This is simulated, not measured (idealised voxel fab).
Process module, titled voxel fin reveal
Shown is cross-section cut, with a width of 250 nm and square cells of size 5 nm.
A cross-section in this document is a grid of square cells, and it is written down as bands, the top band listed before the ones below it; a band is made up of one or more rows of cells.
Quick guide to a band line: top height, bottom height (nm) up front; then every material left to right with its width in nm. Only one material and it's marked "edge to edge"? Then it fills the band edge to edge. And "empty" just means empty space.
Heights are measured from 0, the level below which the as-received wafer is all one material; the lowest band has no bottom and continues downward, written as in "top 0, no bottom".
Think of "30 to 40" as a width that walks from the first number to the second as you go down the band, top row to bottom row, taking equal-sized steps from row to row.
It should be understood that the words "stayed the same", when stated for a given step, signify that the cross-section underwent no change in any of its cells during that step.
So "Enclosed internal cavities" is basically the list of trapped voids: any empty space of 8 cells or more that can't reach the top through an opening. They're written width x height at distance, the distance being from the left edge, and it's all nm.
The remark found on a step's line after its settings is issued by the simulator itself and pertains to that step.
overlay nm: for a step with a mask, the amount by which the mask lay right of where it was planned; a negative amount means left of it.
This section lists the process steps that were planned:
1: RECEIVE, material Si
2: CONFORMAL_DEP, material SiN, thk nm 10
3: DIRECTIONAL_DEP, material aC, thk nm 10
4: PATTERN, tone cover, mask id FINS, material resist, width nm 15, pitch nm 40, thk nm 25, overlay nm -15
5: DIRECTIONAL_ETCH, etch materials aC, depth nm 10
6: STRIP, etch materials resist
7: DIRECTIONAL_ETCH, etch materials SiN, depth nm 10
8: DIRECTIONAL_ETCH, etch materials Si, depth nm 40
9: STRIP, etch materials aC
10: OXIDIZE, depth nm 5
11: FILL_DEP, material SiO2, thk nm 15
12: CMP, height nm 10
13: SELECTIVE_ETCH, etch materials SiO2, depth nm 20
14: STRIP, etch materials SiN
Quick note for whoever runs this: the wafers start identical, but the overlay nm at step 4 isn't the same across them. The plan just shows what the first wafer had.
Step 1 complete: as-received cross-section of the first of several wafers:
- top 0, no bottom = Si edge to edge
- Enclosed internal cavities: none
Per wafer (row), end of module: delta in cells per material since receipt, (+) for gained, (-) for lost; closed voids after that:
overlay nm -15 | -432 Si | +336 SiO2 | Enclosed internal cavities: none
overlay nm -10 | -432 Si | +336 SiO2 | Enclosed internal cavities: none
overlay nm -5 | -432 Si | +336 SiO2 | Enclosed internal cavities: none
overlay nm 0 | -432 Si | +336 SiO2 | Enclosed internal cavities: none
overlay nm 5 | -432 Si | +336 SiO2 | Enclosed internal cavities: none
overlay nm 10 | -432 Si | +336 SiO2 | Enclosed internal cavities: none
overlay nm 15 | -432 Si | +336 SiO2 | Enclosed internal cavities: none
